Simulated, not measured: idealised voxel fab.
The name of this process module is voxel wiring stack.
Cross-section cut: width 270 nm, square cells of 5 nm.
This document writes a cross-section as a grid whose cells are square, and gives it as bands, listed from the top down; one or more rows of cells form a band.
Each band's line starts with the height of the band's top and of its bottom, in nm. Then come its materials from left to right, each with its width in nm. One material with "all across" fills the band from edge to edge. "blank" is empty space.
It should be noted that heights are counted from 0, beneath which the wafer as supplied is of one material throughout, and that the lowest band possesses no lower boundary but continues downward, as written in "0 -> down".
Width "30 to 40": first value at the band's top row of cells, second value at its bottom row, equal change from row to row.
No cell of the cross-section changed in a step that is given as "no change occurred".
Empty spaces without an open route to the top, at least 8 cells in extent, make up the entry "Fully closed voids"; each is given as width x height at distance, where the distance is measured from the left edge, and all are in nm.
Anything after a step's settings on that line? It's the simulator's own note about the step.
When a step includes a mask, the "overlay nm" setting on its line states how far to the right of its planned place that mask lay, and negative values state how far to the left.

### Planned step list for the process
1,RECEIVE,material Si
2,CONFORMAL_DEP,material SiO2,thk nm 10
3,DIRECTIONAL_DEP,material TiN,thk nm 5
4,DIRECTIONAL_DEP,material W,thk nm 15
5,MASKED_ETCH,tone cover,mask id METAL_1,width nm 25,pitch nm 40,etch materials W,depth nm 15,overlay nm 0
6,MASKED_ETCH,tone cover,mask id METAL_1,width nm 25,pitch nm 40,etch materials TiN,depth nm 5,overlay nm 0
7,FILL_DEP,material lowk,thk nm 10
8,CMP,height nm 30
9,CONFORMAL_DEP,material SiCN,thk nm 5
10,DIRECTIONAL_DEP,material SiO2,thk nm 10
11,DIRECTIONAL_DEP,material aC,thk nm 15
12,PATTERN,tone open,mask id PLUG_1,material resist,width nm 15,pitch nm 40,thk nm 30,overlay nm 0
13,DIRECTIONAL_ETCH,etch materials aC,depth nm 15
14,STRIP,etch materials resist
15,DIRECTIONAL_ETCH,etch materials SiO2,depth nm 10
16,DIRECTIONAL_ETCH,etch materials SiCN,depth nm 5
17,STRIP,etch materials aC
18,CONFORMAL_DEP,material TiN,thk nm 5
19,FILL_DEP,material W,thk nm 5
20,CMP,height nm 45
21,CONFORMAL_DEP,material SiCN,thk nm 5
22,DIRECTIONAL_DEP,material SiO2,thk nm 15
23,MASKED_ETCH,tone open,mask id METAL_2,width nm 25,pitch nm 40,etch materials SiO2,depth nm 15,overlay nm 0
24,MASKED_ETCH,tone open,mask id METAL_2,width nm 25,pitch nm 40,etch materials SiCN,depth nm 5,overlay nm 0
25,CONFORMAL_DEP,material TiN,thk nm 5
26,FILL_DEP,material Cu,thk nm 5
27,CMP,height nm 65
28,CONFORMAL_DEP,material SiCN,thk nm 5
29,DIRECTIONAL_DEP,material lowk,thk nm 35
30,DIRECTIONAL_DEP,material aC,thk nm 15
31,PATTERN,tone open,mask id METAL_3_HOLES,material resist,width nm 15,pitch nm 40,thk nm 30,overlay nm 0
32,DIRECTIONAL_ETCH,etch materials aC,depth nm 15
33,STRIP,etch materials resist
34,DIRECTIONAL_ETCH,etch materials lowk,depth nm 35
35,STRIP,etch materials aC
36,DIRECTIONAL_DEP,material aC,thk nm 15
37,PATTERN,tone open,mask id METAL_3,material resist,width nm 25,pitch nm 40,thk nm 35,overlay nm 0
38,DIRECTIONAL_ETCH,etch materials aC,depth nm 15
39,STRIP,etch materials resist
40,DIRECTIONAL_ETCH,etch materials lowk,depth nm 20
41,DIRECTIONAL_ETCH,etch materials SiCN,depth nm 5
42,STRIP,etch materials aC
43,CONFORMAL_DEP,material TiN,thk nm 5
44,FILL_DEP,material Ru,thk nm 5
45,CMP,height nm 105
46,CONFORMAL_DEP,material SiCN,thk nm 5
47,DIRECTIONAL_DEP,material SiO2,thk nm 25
48,PATTERN,tone open,mask id METAL_4,material resist,width nm 25,pitch nm 40,thk nm 15,overlay nm 0
49,DIRECTIONAL_ETCH,etch materials SiO2,depth nm 15
50,STRIP,etch materials resist
51,DIRECTIONAL_DEP,material aC,thk nm 15
52,PATTERN,tone open,mask id METAL_4_HOLES,material resist,width nm 15,pitch nm 80,thk nm 35,overlay nm 0
53,DIRECTIONAL_ETCH,etch materials aC,depth nm 15
54,STRIP,etch materials resist
55,DIRECTIONAL_ETCH,etch materials SiO2,depth nm 10
56,DIRECTIONAL_ETCH,etch materials SiCN,depth nm 5
57,STRIP,etch materials aC
58,CONFORMAL_DEP,material TiN,thk nm 5
59,FILL_DEP,material Ru,thk nm 5
60,CMP,height nm 135
61,CONFORMAL_DEP,material SiN,thk nm 5

### Cross-section: wafer on arrival = after step 1
0 -> down | Si all across
Fully closed voids: none

### Cross-sectional result after module completion. Note: starting condition and plan are unchanged from above; one processing mistake was made
140 -> 135 | SiN all across
135 -> 125 | SiO2 80 | TiN 5 | Ru 15 | TiN 5 | SiO2 15 | TiN 5 | Ru 15 | TiN 5 | SiO2 15 | TiN 5 | Ru 15 | TiN 5 | SiO2 85
125 -> 120 | SiO2 80 | TiN 5 | Ru 5 | TiN 15 | SiO2 15 | TiN 25 | SiO2 15 | TiN 5 | Ru 5 | TiN 15 | SiO2 85
120 -> 110 | SiO2 80 | TiN 5 | Ru 5 | TiN 5 | SiO2 65 | TiN 5 | Ru 5 | TiN 5 | SiO2 95
110 -> 105 | SiCN 80 | TiN 15 | SiCN 65 | TiN 15 | SiCN 95
105 -> 90 | lowk 80 | TiN 5 | Ru 15 | TiN 5 | lowk 15 | TiN 5 | Ru 15 | TiN 5 | lowk 15 | TiN 5 | Ru 15 | TiN 5 | lowk 85
90 -> 85 | lowk 80 | TiN 15 | Ru 5 | TiN 5 | lowk 15 | TiN 15 | Ru 5 | TiN 5 | lowk 15 | TiN 15 | Ru 5 | TiN 5 | lowk 85
85 -> 70 | lowk 90 | TiN 5 | Ru 5 | TiN 5 | lowk 25 | TiN 5 | Ru 5 | TiN 5 | lowk 25 | TiN 5 | Ru 5 | TiN 5 | lowk 85
70 -> 65 | SiCN 90 | TiN 15 | SiCN 25 | TiN 15 | SiCN 25 | TiN 15 | SiCN 85
65 -> 50 | SiO2 80 | TiN 5 | Cu 15 | TiN 5 | SiO2 15 | TiN 5 | Cu 15 | TiN 5 | SiO2 15 | TiN 5 | Cu 15 | TiN 5 | SiO2 85
50 -> 45 | SiCN 80 | TiN 25 | SiCN 15 | TiN 25 | SiCN 15 | TiN 25 | SiCN 85
45 -> 35 | SiO2 80 | TiN 5 | W 5 | TiN 5 | SiO2 25 | TiN 5 | W 5 | TiN 5 | SiO2 25 | TiN 5 | W 5 | TiN 5 | SiO2 95
35 -> 30 | SiCN 80 | TiN 15 | SiCN 25 | TiN 15 | SiCN 25 | TiN 15 | SiCN 95
30 -> 15 | lowk 80 | W 25 | lowk 15 | W 25 | lowk 15 | W 25 | lowk 85
15 -> 10 | lowk 80 | TiN 25 | lowk 15 | TiN 25 | lowk 15 | TiN 25 | lowk 85
10 -> 0 | SiO2 all across
0 -> down | Si all across
Fully closed voids: none
Against the plan, the run slipped here: note that step 31 departed from the planned setting and was carried out as PATTERN,tone open,mask id METAL_3_HOLES,material resist,width nm 15,pitch nm 40,thk nm 30,overlay nm 10
